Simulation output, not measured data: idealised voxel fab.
Process module in this document: voxel self aligned contacts
Pictured: cross-section cut, 265 nm wide, on a grid of 5 nm square cells.
A cross-section is written here as square cells arranged in a grid, and it is given in bands from the top down, each band taking up one or more rows of cells.
In this notation a band is specified by the heights of its top and bottom, in that order and in nm, after which its materials appear from left to right, each paired with its width in nm. The word "edge to edge" attached to a single material means that material fills the band from edge to edge; the word "blank" stands for empty space.
Height 0 is the level under which the wafer as received is all one material. The lowest band goes on downwards, as in "0 -> down".
Note: "30->40" means the width goes from the first number (top row of the band) to the second number (bottom row) in equal steps per row of cells.
When a step is marked "nothing altered", none of the cells in the cross-section changed during that step.
"Listed closed voids": empty spaces of 8 cells or more with no open way to the top, each given as width x height at distance, distance from the left edge, all in nm.
Past the settings on a step's line: simulator remark, on that step.
overlay nm: mask offset rightward from planned place, masked step; negative means leftward offset.
**List of planned process steps**
- 1: RECEIVE | material Si
- 2: OXIDIZE | depth nm 5
- 3: DIRECTIONAL_DEP | material polySi | thk nm 30
- 4: DIRECTIONAL_DEP | material SiN | thk nm 20
- 5: DIRECTIONAL_DEP | material aC | thk nm 15
- 6: PATTERN | tone cover | mask id GATE | material resist | width nm 35 | pitch nm 70 | thk nm 30 | overlay nm 0
- 7: DIRECTIONAL_ETCH | etch materials aC | depth nm 15
- 8: STRIP | etch materials resist
- 9: DIRECTIONAL_ETCH | etch materials SiN | depth nm 20
- 10: DIRECTIONAL_ETCH | etch materials polySi | depth nm 30
- 11: STRIP | etch materials aC
- 12: CONFORMAL_DEP | material SiN | thk nm 5
- 13: DIRECTIONAL_ETCH | etch materials SiN | depth nm 5
- 14: FILL_DEP | material SiO2 | thk nm 10
- 15: CMP | height nm 55
- 16: PATTERN | tone open | mask id CONTACT | material resist | width nm 55 | thk nm 15 | overlay nm 0
- 17: DIRECTIONAL_ETCH | etch materials SiO2 | depth nm 60
- 18: STRIP | etch materials resist
- 19: CONFORMAL_DEP | material TiN | thk nm 5
- 20: FILL_DEP | material Ru | thk nm 10
- 21: CMP | height nm 55
- 22: CONFORMAL_DEP | material SiN | thk nm 5
**Wafer, first of two, run as planned**
**As-received wafer cross-section (after step 1)**
* 0 -> down = Si edge to edge
* Listed closed voids: none
**Step 2 complete: cross-section through the wafer**
* 0 -> -5 = SiO2 edge to edge
* Nothing below the height -5 has changed.
**Step 3 complete: cross-section through the wafer**
* 30 -> 0 = polySi edge to edge
* Nothing below the height 0 has changed.
**Step 4 complete: cross-section through the wafer**
* 50 -> 30 = SiN edge to edge
* Nothing below the height 30 has changed.
**Step 5 complete: cross-section through the wafer**
* 65 -> 50 = aC edge to edge
* Nothing below the height 50 has changed.
**Step 6 complete: cross-section through the wafer**
* 95 -> 65 = blank 80  resist 35  blank 35  resist 35  blank 80
* Nothing below the height 65 has changed.
**Step 7 complete: cross-section through the wafer**
* 80 -> 65 = blank 80  resist 35  blank 35  resist 35  blank 80
* 65 -> 50 = blank 80  aC 35  blank 35  aC 35  blank 80
* Nothing below the height 50 has changed.
**Step 8 complete: cross-section through the wafer**
* 65 -> 50 = blank 80  aC 35  blank 35  aC 35  blank 80
* Nothing below the height 50 has changed.
**Step 9 complete: cross-section through the wafer**
* 65 -> 50 = blank 80  aC 35  blank 35  aC 35  blank 80
* 50 -> 30 = blank 80  SiN 35  blank 35  SiN 35  blank 80
* Nothing below the height 30 has changed.
**Step 10 complete: cross-section through the wafer**
* 65 -> 50 = blank 80  aC 35  blank 35  aC 35  blank 80
* 50 -> 30 = blank 80  SiN 35  blank 35  SiN 35  blank 80
* 30 -> 0 = blank 80  polySi 35  blank 35  polySi 35  blank 80
* Nothing below the height 0 has changed.
**Step 11 complete: cross-section through the wafer**
* 50 -> 30 = blank 80  SiN 35  blank 35  SiN 35  blank 80
* Nothing below the height 30 has changed.
**Step 12 complete: cross-section through the wafer**
* 55 -> 30 = blank 75  SiN 45  blank 25  SiN 45  blank 75
* 30 -> 5 = blank 75  SiN 5  polySi 35  SiN 5  blank 25  SiN 5  polySi 35  SiN 5  blank 75
* 5 -> 0 = SiN 80  polySi 35  SiN 35  polySi 35  SiN 80
* Nothing below the height 0 has changed.
**Step 13 complete: cross-section through the wafer**
* 50 -> 30 = blank 75  SiN 45  blank 25  SiN 45  blank 75
* 30 -> 0 = blank 75  SiN 5  polySi 35  SiN 5  blank 25  SiN 5  polySi 35  SiN 5  blank 75
* Nothing below the height 0 has changed.
**Step 14 complete: cross-section through the wafer**
* 60 -> 50 = SiO2 edge to edge
* 50 -> 30 = SiO2 75  SiN 45  SiO2 25  SiN 45  SiO2 75
* 30 -> 0 = SiO2 75  SiN 5  polySi 35  SiN 5  SiO2 25  SiN 5  polySi 35  SiN 5  SiO2 75
* Nothing below the height 0 has changed.
**Step 15 complete: cross-section through the wafer**
* 55 -> 50 = SiO2 edge to edge
* Nothing below the height 50 has changed.
**Step 16 complete: cross-section through the wafer**
* 70 -> 55 = resist 105  blank 55  resist 105
* Nothing below the height 55 has changed.
**Step 17 complete: cross-section through the wafer**
* 70 -> 55 = resist 105  blank 55  resist 105
* 55 -> 50 = SiO2 105  blank 55  SiO2 105
* 50 -> 30 = SiO2 75  SiN 45  blank 25  SiN 45  SiO2 75
* 30 -> 0 = SiO2 75  SiN 5  polySi 35  SiN 5  blank 25  SiN 5  polySi 35  SiN 5  SiO2 75
* 0 -> -5 = SiO2 120  blank 25  SiO2 120
* Nothing below the height -5 has changed.
**Step 18 complete: cross-section through the wafer**
* 55 -> 50 = SiO2 105  blank 55  SiO2 105
* Nothing below the height 50 has changed.
**Step 19 complete: cross-section through the wafer**
* 60 -> 55 = TiN 110  blank 45  TiN 110
* 55 -> 50 = SiO2 105  TiN 20  blank 15  TiN 20  SiO2 105
* 50 -> 30 = SiO2 75  SiN 45  TiN 5  blank 15  TiN 5  SiN 45  SiO2 75
* 30 -> 0 = SiO2 75  SiN 5  polySi 35  SiN 5  TiN 5  blank 15  TiN 5  SiN 5  polySi 35  SiN 5  SiO2 75
* 0 -> -5 = SiO2 120  TiN 25  SiO2 120
* Nothing below the height -5 has changed.
**Step 20 complete: cross-section through the wafer**
* 70 -> 60 = Ru edge to edge
* 60 -> 55 = TiN 110  Ru 45  TiN 110
* 55 -> 50 = SiO2 105  TiN 20  Ru 15  TiN 20  SiO2 105
* 50 -> 30 = SiO2 75  SiN 45  TiN 5  Ru 15  TiN 5  SiN 45  SiO2 75
* 30 -> 0 = SiO2 75  SiN 5  polySi 35  SiN 5  TiN 5  Ru 15  TiN 5  SiN 5  polySi 35  SiN 5  SiO2 75
* Nothing below the height 0 has changed.
**Step 21 complete: cross-section through the wafer**
* 55 -> 50 = SiO2 105  TiN 20  Ru 15  TiN 20  SiO2 105
* Nothing below the height 50 has changed.
**Step 22 complete: cross-section through the wafer**
* 60 -> 55 = SiN edge to edge
* Nothing below the height 55 has changed.
**Second wafer. Start and plan as for the first. One mistake made in running. Agrees with the first up to and including step 5**
**Second wafer, sectioned view, at step 6's planned end time**
* 95 -> 65 = blank 85  resist 25  blank 45  resist 25  blank 85
* Nothing below the height 65 has changed.
**Second wafer, sectioned view, at step 7's planned end time**
* 80 -> 65 = blank 85  resist 25  blank 45  resist 25  blank 85
* 65 -> 50 = blank 85  aC 25  blank 45  aC 25  blank 85
* Nothing below the height 50 has changed.
**Second wafer, sectioned view, at step 8's planned end time**
* 65 -> 50 = blank 85  aC 25  blank 45  aC 25  blank 85
* Nothing below the height 50 has changed.
**Second wafer, sectioned view, at step 9's planned end time**
* 65 -> 50 = blank 85  aC 25  blank 45  aC 25  blank 85
* 50 -> 30 = blank 85  SiN 25  blank 45  SiN 25  blank 85
* Nothing below the height 30 has changed.
**Second wafer, sectioned view, at step 10's planned end time**
* 65 -> 50 = blank 85  aC 25  blank 45  aC 25  blank 85
* 50 -> 30 = blank 85  SiN 25  blank 45  SiN 25  blank 85
* 30 -> 0 = blank 85  polySi 25  blank 45  polySi 25  blank 85
* Nothing below the height 0 has changed.
**Second wafer, sectioned view, at step 11's planned end time**
* 50 -> 30 = blank 85  SiN 25  blank 45  SiN 25  blank 85
* Nothing below the height 30 has changed.
**Second wafer, sectioned view, at step 12's planned end time**
* 55 -> 30 = blank 80  SiN 35  blank 35  SiN 35  blank 80
* 30 -> 5 = blank 80  SiN 5  polySi 25  SiN 5  blank 35  SiN 5  polySi 25  SiN 5  blank 80
* 5 -> 0 = SiN 85  polySi 25  SiN 45  polySi 25  SiN 85
* Nothing below the height 0 has changed.
**Second wafer, sectioned view, at step 13's planned end time**
* 50 -> 30 = blank 80  SiN 35  blank 35  SiN 35  blank 80
* 30 -> 0 = blank 80  SiN 5  polySi 25  SiN 5  blank 35  SiN 5  polySi 25  SiN 5  blank 80
* Nothing below the height 0 has changed.
**Second wafer, sectioned view, at step 14's planned end time**
* 60 -> 50 = SiO2 edge to edge
* 50 -> 30 = SiO2 80  SiN 35  SiO2 35  SiN 35  SiO2 80
* 30 -> 0 = SiO2 80  SiN 5  polySi 25  SiN 5  SiO2 35  SiN 5  polySi 25  SiN 5  SiO2 80
* Nothing below the height 0 has changed.
**Second wafer, sectioned view, at step 15's planned end time**
* 55 -> 50 = SiO2 edge to edge
* Nothing below the height 50 has changed.
**Second wafer, sectioned view, at step 16's planned end time**
* 70 -> 55 = resist 105  blank 55  resist 105
* Nothing below the height 55 has changed.
**Second wafer, sectioned view, at step 17's planned end time**
* 70 -> 55 = resist 105  blank 55  resist 105
* 55 -> 50 = SiO2 105  blank 55  SiO2 105
* 50 -> 30 = SiO2 80  SiN 35  blank 35  SiN 35  SiO2 80
* 30 -> 0 = SiO2 80  SiN 5  polySi 25  SiN 5  blank 35  SiN 5  polySi 25  SiN 5  SiO2 80
* 0 -> -5 = SiO2 115  blank 35  SiO2 115
* Nothing below the height -5 has changed.
**Second wafer, sectioned view, at step 18's planned end time**
* 55 -> 50 = SiO2 105  blank 55  SiO2 105
* Nothing below the height 50 has changed.
**Second wafer, sectioned view, at step 19's planned end time**
* 60 -> 55 = TiN 110  blank 45  TiN 110
* 55 -> 50 = SiO2 105  TiN 15  blank 25  TiN 15  SiO2 105
* 50 -> 30 = SiO2 80  SiN 35  TiN 5  blank 25  TiN 5  SiN 35  SiO2 80
* 30 -> 0 = SiO2 80  SiN 5  polySi 25  SiN 5  TiN 5  blank 25  TiN 5  SiN 5  polySi 25  SiN 5  SiO2 80
* 0 -> -5 = SiO2 115  TiN 35  SiO2 115
* Nothing below the height -5 has changed.
**Second wafer, sectioned view, at step 20's planned end time**
* 70 -> 60 = Ru edge to edge
* 60 -> 55 = TiN 110  Ru 45  TiN 110
* 55 -> 50 = SiO2 105  TiN 15  Ru 25  TiN 15  SiO2 105
* 50 -> 30 = SiO2 80  SiN 35  TiN 5  Ru 25  TiN 5  SiN 35  SiO2 80
* 30 -> 0 = SiO2 80  SiN 5  polySi 25  SiN 5  TiN 5  Ru 25  TiN 5  SiN 5  polySi 25  SiN 5  SiO2 80
* Nothing below the height 0 has changed.
**Second wafer, sectioned view, at step 21's planned end time**
* 55 -> 50 = SiO2 105  TiN 15  Ru 25  TiN 15  SiO2 105
* Nothing below the height 50 has changed.
**Second wafer, sectioned view, at step 22's planned end time**
* 60 -> 55 = SiN edge to edge
* Nothing below the height 55 has changed.
What was done differently from what was planned? for step 6, the planned setting was not used; the step was instead run as PATTERN | tone cover | mask id GATE | material resist | width nm 25 | pitch nm 70 | thk nm 30 | overlay nm 0
End of process, cell counts, second wafer against first, materials with more or fewer: Ru +22; SiN -16; SiO2 +18; polySi -24
